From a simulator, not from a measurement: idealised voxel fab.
Herein follows the process module entitled voxel transistor to metal.
Section cut is 185 nm wide and gridded with 5 nm square cells.
Format of a cross-section: grid, square cells. Given as bands. Order: top down. Band: one or more rows of cells. Band entry format. Leading values: height of top, height of bottom, nm. Remainder: materials in left-to-right order, each with its width in nm. Special words: "throughout" on a single material, which then fills the band edge to edge; "air", empty space. Convention: height 0 is the level below which the wafer, as received, is all one material. The lowest band does not terminate at the bottom but continues downward, represented as "0..down". The notation "30..40" denotes a width that varies across the rows of cells in the band, beginning at the first number in the top row, finishing at the second number in the bottom row, and changing by an identical amount from each row to the next. The designation "remained the same", where it is given for a processing step, indicates that no cell of the cross-section was altered in the course of that step. The entry "Cavities, closed" lists the empty spaces that cover at least 8 cells and have no open path to the top. Each is written as width x height at distance, where the distance is measured from the left edge and all three values are in nm. On a step's line, text after the settings is the simulator commenting on that step. overlay nm, on a step with a mask: how far to the right of its planned place the mask lay; to the left if negative.

**Planned step list for the process**
1: op RECEIVE | material Si
2: op CONFORMAL_DEP | material SiO2 | thk nm 5
3: op CONFORMAL_DEP | material SiN | thk nm 15
4: op PATTERN | tone cover | mask id ACTIVE | material resist | width nm 105 | thk nm 20 | overlay nm 0
5: op DIRECTIONAL_ETCH | etch materials SiN | depth nm 15
6: op DIRECTIONAL_ETCH | etch materials SiO2 | depth nm 5
7: op DIRECTIONAL_ETCH | etch materials Si | depth nm 30
8: op STRIP | etch materials resist
9: op FILL_DEP | material SiO2 | thk nm 5
10: op CMP | height nm 20
11: op SELECTIVE_ETCH | etch materials SiO2 | depth nm 5
12: op STRIP | etch materials SiN
13: op SELECTIVE_ETCH | etch materials SiO2 | depth nm 5
14: op OXIDIZE | depth nm 5
15: op DIRECTIONAL_DEP | material polySi | thk nm 30
16: op DIRECTIONAL_DEP | material SiCN | thk nm 10
17: op PATTERN | tone cover | mask id GATE | material resist | width nm 25 | thk nm 20 | overlay nm 0
18: op DIRECTIONAL_ETCH | etch materials SiCN | depth nm 20
19: op DIRECTIONAL_ETCH | etch materials polySi | depth nm 40
20: op STRIP | etch materials resist
21: op CONFORMAL_DEP | material SiN | thk nm 10
22: op DIRECTIONAL_ETCH | etch materials SiN | depth nm 10
23: op DIRECTIONAL_ETCH | etch materials SiO2 | depth nm 5
24: op DIRECTIONAL_ETCH | etch materials Si | depth nm 5
25: op EPI | material nSi | thk nm 10
26: op FILL_DEP | material SiO2 | thk nm 10
27: op CMP | height nm 40
28: op DIRECTIONAL_DEP | material SiO2 | thk nm 15
29: op PATTERN | tone open | mask id CONTACT | material resist | width nm 20 | pitch nm 75 | thk nm 15 | overlay nm 0
30: op DIRECTIONAL_ETCH | etch materials SiO2 | depth nm 60
31: op STRIP | etch materials resist
32: op CONFORMAL_DEP | material TiN | thk nm 5
33: op FILL_DEP | material Ru | thk nm 5
34: op CMP | height nm 55
35: op DIRECTIONAL_DEP | material TiN | thk nm 5
36: op DIRECTIONAL_DEP | material W | thk nm 20
37: op MASKED_ETCH | tone cover | mask id METAL_1 | width nm 20 | pitch nm 75 | etch materials W | depth nm 20 | overlay nm 0
38: op MASKED_ETCH | tone cover | mask id METAL_1 | width nm 20 | pitch nm 75 | etch materials TiN | depth nm 5 | overlay nm 0
39: op CONFORMAL_DEP | material SiCN | thk nm 5
40: op FILL_DEP | material SiO2 | thk nm 5
41: op CMP | height nm 80
42: op CONFORMAL_DEP | material SiCN | thk nm 5
Heads up: all these wafers start the same, and what changes between them is the depth nm in step 24. The value you see in the plan is just what the first wafer got.

**First of several wafers (as received, post step 1), cross-sectional view**
  0..down | Si throughout
  Cavities, closed: none

**Cross-section of the first of several wafers, taken after step 42, where the module ends**
  85..80 | SiCN throughout
  80..60 | SiO2 (40) | SiCN (5) | W (20) | SiCN (5) | SiO2 (45) | SiCN (5) | W (20) | SiCN (5) | SiO2 (40)
  60..55 | SiCN (45) | TiN (20) | SiCN (55) | TiN (20) | SiCN (45)
  55..40 | SiO2 (45) | TiN (5) | Ru (10) | TiN (5) | SiO2 (55) | TiN (5) | Ru (10) | TiN (5) | SiO2 (45)
  40..30 | SiO2 (45) | TiN (5) | Ru (10) | TiN (5) | SiO2 (5) | SiN (10) | SiCN (25) | SiN (10) | SiO2 (5) | TiN (5) | Ru (10) | TiN (5) | SiO2 (45)
  30..10 | SiO2 (45) | TiN (5) | Ru (10) | TiN (5) | SiO2 (5) | SiN (10) | polySi (25) | SiN (10) | SiO2 (5) | TiN (5) | Ru (10) | TiN (5) | SiO2 (45)
  10..5 | SiO2 (35) | SiN (10) | TiN (20) | SiO2 (5) | SiN (10) | polySi (25) | SiN (10) | SiO2 (5) | TiN (20) | SiN (10) | SiO2 (35)
  5..0 | SiO2 (35) | SiN (10) | nSi (10) | TiN (5) | nSi (10) | SiN (10) | polySi (25) | SiN (10) | nSi (10) | TiN (5) | nSi (10) | SiN (10) | SiO2 (35)
  0..-5 | SiO2 (45) | nSi (25) | SiO2 (45) | nSi (25) | SiO2 (45)
  -5..-10 | SiO2 (40) | Si (5) | nSi (25) | Si (45) | nSi (25) | Si (5) | SiO2 (40)
  -10..-30 | SiO2 (40) | Si (105) | SiO2 (40)
  -30..down | Si throughout
  Cavities, closed: none

**Last wafer, end of module, cross-section**
  85..80 | SiCN throughout
  80..60 | SiO2 (40) | SiCN (5) | W (20) | SiCN (5) | SiO2 (45) | SiCN (5) | W (20) | SiCN (5) | SiO2 (40)
  60..55 | SiCN (45) | TiN (20) | SiCN (55) | TiN (20) | SiCN (45)
  55..40 | SiO2 (45) | TiN (5) | Ru (10) | TiN (5) | SiO2 (55) | TiN (5) | Ru (10) | TiN (5) | SiO2 (45)
  40..30 | SiO2 (45) | TiN (5) | Ru (10) | TiN (5) | SiO2 (5) | SiN (10) | SiCN (25) | SiN (10) | SiO2 (5) | TiN (5) | Ru (10) | TiN (5) | SiO2 (45)
  30..10 | SiO2 (45) | TiN (5) | Ru (10) | TiN (5) | SiO2 (5) | SiN (10) | polySi (25) | SiN (10) | SiO2 (5) | TiN (5) | Ru (10) | TiN (5) | SiO2 (45)
  10..5 | SiO2 (35) | SiN (10) | TiN (20) | SiO2 (5) | SiN (10) | polySi (25) | SiN (10) | SiO2 (5) | TiN (20) | SiN (10) | SiO2 (35)
  5..0 | SiO2 (35) | SiN (10) | nSi (10) | TiN (5) | nSi (10) | SiN (10) | polySi (25) | SiN (10) | nSi (10) | TiN (5) | nSi (10) | SiN (10) | SiO2 (35)
  0..-5 | SiO2 (45) | nSi (10) | TiN (5) | nSi (10) | SiO2 (45) | nSi (10) | TiN (5) | nSi (10) | SiO2 (45)
  -5..-20 | SiO2 (40) | Si (5) | nSi (10) | SiO2 (5) | nSi (10) | Si (45) | nSi (10) | SiO2 (5) | nSi (10) | Si (5) | SiO2 (40)
  -20..-30 | SiO2 (40) | Si (5) | nSi (25) | Si (45) | nSi (25) | Si (5) | SiO2 (40)
  -30..down | Si throughout
  Cavities, closed: none

**Per wafer (row), end of module: delta in cells per material since receipt, (+) for gained, (-) for lost; closed voids after that**
depth nm 5; +36 Ru; -127 Si; +92 SiCN; +40 SiN; +444 SiO2; +54 TiN; +32 W; +28 nSi; +30 polySi; Cavities, closed: none
depth nm 10; +36 Ru; -137 Si; +92 SiCN; +40 SiN; +444 SiO2; +56 TiN; +32 W; +36 nSi; +30 polySi; Cavities, closed: none
depth nm 15; +36 Ru; -147 Si; +92 SiCN; +40 SiN; +446 SiO2; +56 TiN; +32 W; +44 nSi; +30 polySi; Cavities, closed: none
depth nm 20; +36 Ru; -157 Si; +92 SiCN; +40 SiN; +448 SiO2; +56 TiN; +32 W; +52 nSi; +30 polySi; Cavities, closed: none
depth nm 25; +36 Ru; -167 Si; +92 SiCN; +40 SiN; +450 SiO2; +56 TiN; +32 W; +60 nSi; +30 polySi; Cavities, closed: none
